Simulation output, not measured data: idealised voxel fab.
Herein follows the process module entitled voxel transistor to metal.
Section cut is 210 nm wide and gridded with 5 nm square cells.
Cross-sections here: square-cell grids, written as top-down lists of bands, a band being one or more rows of cells. Heights first: top, then bottom, in nm. Then materials, left to right, each with a width in nm. "full width" on a single material: fills the band edge to edge. "air": empty space. Height 0 is the level under which the wafer as received is all one material. The lowest band goes on downwards, as in "0..down". So if you see something like "30..40" for the width, read it as the top row of the band sitting at the first number and the bottom row at the second, with every row in between moving by the same amount as the last. Step marked "nothing was modified"? Then no cell in the cross-section changed in it. Each empty space that has no open way to the top and spans at least 8 cells appears under "closed voids" as width x height at distance, the distance counted from the left edge, all in nm. Text after the settings on a step's line: the simulator's own remark on that step. The optional step-line setting "overlay nm" applies to steps with a mask and quantifies how far to the right of its planned location the mask lay, a negative value indicating leftward placement.

### Process steps (planned)
1,RECEIVE [material Si]
2,CONFORMAL_DEP [material SiO2] [thk nm 5]
3,CONFORMAL_DEP [material SiN] [thk nm 10]
4,DIRECTIONAL_DEP [material aC] [thk nm 15]
5,PATTERN [tone cover] [mask id ACTIVE] [material resist] [width nm 105] [thk nm 30] [overlay nm 0]
6,DIRECTIONAL_ETCH [etch materials aC] [depth nm 15]
7,STRIP [etch materials resist]
8,DIRECTIONAL_ETCH [etch materials SiN] [depth nm 10]
9,DIRECTIONAL_ETCH [etch materials SiO2] [depth nm 5]
10,DIRECTIONAL_ETCH [etch materials Si] [depth nm 35]
11,STRIP [etch materials aC]
12,OXIDIZE [depth nm 5]
13,FILL_DEP [material SiO2] [thk nm 5]
14,CMP [height nm 15]
15,SELECTIVE_ETCH [etch materials SiO2] [depth nm 10]
16,STRIP [etch materials SiN]
17,SELECTIVE_ETCH [etch materials SiO2] [depth nm 5]
18,OXIDIZE [depth nm 5]
19,DIRECTIONAL_DEP [material polySi] [thk nm 30]
20,DIRECTIONAL_DEP [material SiCN] [thk nm 15]
21,PATTERN [tone cover] [mask id GATE] [material resist] [width nm 25] [thk nm 20] [overlay nm 0]
22,DIRECTIONAL_ETCH [etch materials SiCN] [depth nm 25]
23,DIRECTIONAL_ETCH [etch materials polySi] [depth nm 40]
24,STRIP [etch materials resist]
25,CONFORMAL_DEP [material SiN] [thk nm 5]
26,DIRECTIONAL_ETCH [etch materials SiN] [depth nm 5]
27,DIRECTIONAL_ETCH [etch materials SiO2] [depth nm 5]
28,EPI [material pSi] [thk nm 5]
29,FILL_DEP [material SiO2] [thk nm 5]
30,CMP [height nm 30]
31,STRIP [etch materials polySi]
32,SELECTIVE_ETCH [etch materials SiO2] [depth nm 5]
33,CONFORMAL_DEP [material HfO2] [thk nm 5]
34,CONFORMAL_DEP [material TiN] [thk nm 5]
35,FILL_DEP [material W] [thk nm 10]
36,CMP [height nm 25]
37,DIRECTIONAL_DEP [material SiO2] [thk nm 15]
38,MASKED_ETCH [tone open] [mask id CONTACT] [width nm 15] [pitch nm 70] [etch materials SiO2] [depth nm 40] [overlay nm 0]
39,CONFORMAL_DEP [material TiN] [thk nm 5]
40,FILL_DEP [material W] [thk nm 10]
41,CMP [height nm 40]
42,DIRECTIONAL_DEP [material TiN] [thk nm 5]
43,DIRECTIONAL_DEP [material Ru] [thk nm 20]
44,MASKED_ETCH [tone cover] [mask id METAL_1] [width nm 15] [pitch nm 70] [etch materials Ru] [depth nm 20] [overlay nm 0]
45,MASKED_ETCH [tone cover] [mask id METAL_1] [width nm 15] [pitch nm 70] [etch materials TiN] [depth nm 5] [overlay nm 0]
46,FILL_DEP [material lowk] [thk nm 5]
47,CMP [height nm 65]
48,CONFORMAL_DEP [material SiCN] [thk nm 5]

### Delivered wafer in cross-section: state after step 1
	0..down: Si full width
	closed voids: none

### The following cross-section depicts the wafer upon conclusion of the module. Processing commenced from the starting condition illustrated above and adhered to the plan illustrated above, save for one mistake in execution
	70..65: SiCN full width
	65..45: lowk 60 nm | Ru 15 nm | lowk 55 nm | Ru 15 nm | lowk 65 nm
	45..40: lowk 60 nm | TiN 15 nm | lowk 55 nm | TiN 15 nm | lowk 65 nm
	40..25: SiO2 60 nm | TiN 5 nm | W 5 nm | TiN 5 nm | SiO2 55 nm | TiN 5 nm | W 5 nm | TiN 5 nm | SiO2 65 nm
	25..5: SiO2 60 nm | TiN 5 nm | W 5 nm | TiN 5 nm | SiO2 10 nm | SiN 5 nm | TiN 5 nm | HfO2 5 nm | W 5 nm | HfO2 5 nm | TiN 5 nm | SiN 5 nm | SiO2 10 nm | TiN 5 nm | W 5 nm | TiN 5 nm | SiO2 65 nm
	5..0: SiO2 60 nm | TiN 15 nm | SiO2 10 nm | SiN 5 nm | TiN 5 nm | HfO2 15 nm | TiN 5 nm | SiN 5 nm | SiO2 10 nm | TiN 15 nm | SiO2 65 nm
	0..-5: SiO2 50 nm | pSi 35 nm | TiN 35 nm | pSi 35 nm | SiO2 55 nm
	-5..-40: SiO2 55 nm | Si 95 nm | SiO2 60 nm
	-40..down: Si full width
	closed voids: none
Against the plan, the run slipped here: it was found that steps 33 and 34 of the process plan had been performed in exchanged positions
